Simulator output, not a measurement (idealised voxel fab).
Process module under the name voxel trench capacitor
This is section cut - it's 255 nm across, gridded in 5 nm square cells.
Each cross-section below is a grid of square cells, stated as bands in top-down order, with one or more rows of cells making up each band.
In this notation a band is specified by the heights of its top and bottom, in that order and in nm, after which its materials appear from left to right, each paired with its width in nm. The word "edge to edge" attached to a single material means that material fills the band from edge to edge; the word "empty" stands for empty space.
Heights from 0 (as-received wafer is one material below). Bottom band endless downward, as "0 and below".
The width entry "30..40" should be interpreted row by row: the top row of cells in the band takes the first number, the bottom row takes the second number, and the change between adjacent rows is uniform throughout.
It should be understood that the words "stayed the same", when stated for a given step, signify that the cross-section underwent no change in any of its cells during that step.
The list in "Sealed internal cavities" covers empty spaces of 8 cells or more that cannot reach the top through any open way, and it gives each as width x height at distance; the distance is from the left edge, and width, height and distance are in nm.
Post-settings text on a step line: simulator's own remark regarding the step.
What "overlay nm" on a step's line means: if the step has a mask, that mask lay this far to the right of its planned place, or, when the value is negative, to the left.

[The following list gives the planned process steps]
1. op RECEIVE | material Si
2. op CONFORMAL_DEP | material SiN | thk nm 5
3. op DIRECTIONAL_DEP | material aC | thk nm 15
4. op PATTERN | tone open | mask id TRENCH | material resist | width nm 20 | pitch nm 45 | thk nm 30 | overlay nm -15
5. op DIRECTIONAL_ETCH | etch materials aC | depth nm 15
6. op STRIP | etch materials resist
7. op DIRECTIONAL_ETCH | etch materials SiN | depth nm 5
8. op DIRECTIONAL_ETCH | etch materials Si | depth nm 30
9. op STRIP | etch materials aC
10. op CONFORMAL_DEP | material Al2O3 | thk nm 5
11. op FILL_DEP | material polySi | thk nm 5
12. op CMP | height nm 5
Split variable: overlay nm, step 4. Plan value = first wafer. Wafers start alike.

[Cross-section, first of several wafers, as delivered after step 1]
* 0 and below: Si edge to edge
* Sealed internal cavities: none

[Cross-section of the first of several wafers, taken after step 12, where the module ends]
* 5 down to 0: SiN 80 / Al2O3 5 / polySi 10 / Al2O3 5 / SiN 25 / Al2O3 5 / polySi 10 / Al2O3 5 / SiN 110
* 0 down to -25: Si 80 / Al2O3 5 / polySi 10 / Al2O3 5 / Si 25 / Al2O3 5 / polySi 10 / Al2O3 5 / Si 110
* -25 down to -30: Si 80 / Al2O3 20 / Si 25 / Al2O3 20 / Si 110
* -30 and below: Si edge to edge
* Sealed internal cavities: none

[Here we cross-sectioned the last of the wafers once the module was done]
* 5 down to 0: SiN 110 / Al2O3 5 / polySi 10 / Al2O3 5 / SiN 25 / Al2O3 5 / polySi 10 / Al2O3 5 / SiN 80
* 0 down to -25: Si 110 / Al2O3 5 / polySi 10 / Al2O3 5 / Si 25 / Al2O3 5 / polySi 10 / Al2O3 5 / Si 80
* -25 down to -30: Si 110 / Al2O3 20 / Si 25 / Al2O3 20 / Si 80
* -30 and below: Si edge to edge
* Sealed internal cavities: none

[Gained (+) or lost (-) cells of each material since receipt, then closed voids: one row per wafer, at the end of the module]
overlay nm -15; +32 Al2O3; -48 Si; +43 SiN; +24 polySi; Sealed internal cavities: none
overlay nm -10; +32 Al2O3; -48 Si; +43 SiN; +24 polySi; Sealed internal cavities: none
overlay nm -5; +32 Al2O3; -48 Si; +43 SiN; +24 polySi; Sealed internal cavities: none
overlay nm 0; +32 Al2O3; -48 Si; +43 SiN; +24 polySi; Sealed internal cavities: none
overlay nm 5; +32 Al2O3; -48 Si; +43 SiN; +24 polySi; Sealed internal cavities: none
overlay nm 10; +32 Al2O3; -48 Si; +43 SiN; +24 polySi; Sealed internal cavities: none
overlay nm 15; +32 Al2O3; -48 Si; +43 SiN; +24 polySi; Sealed internal cavities: none
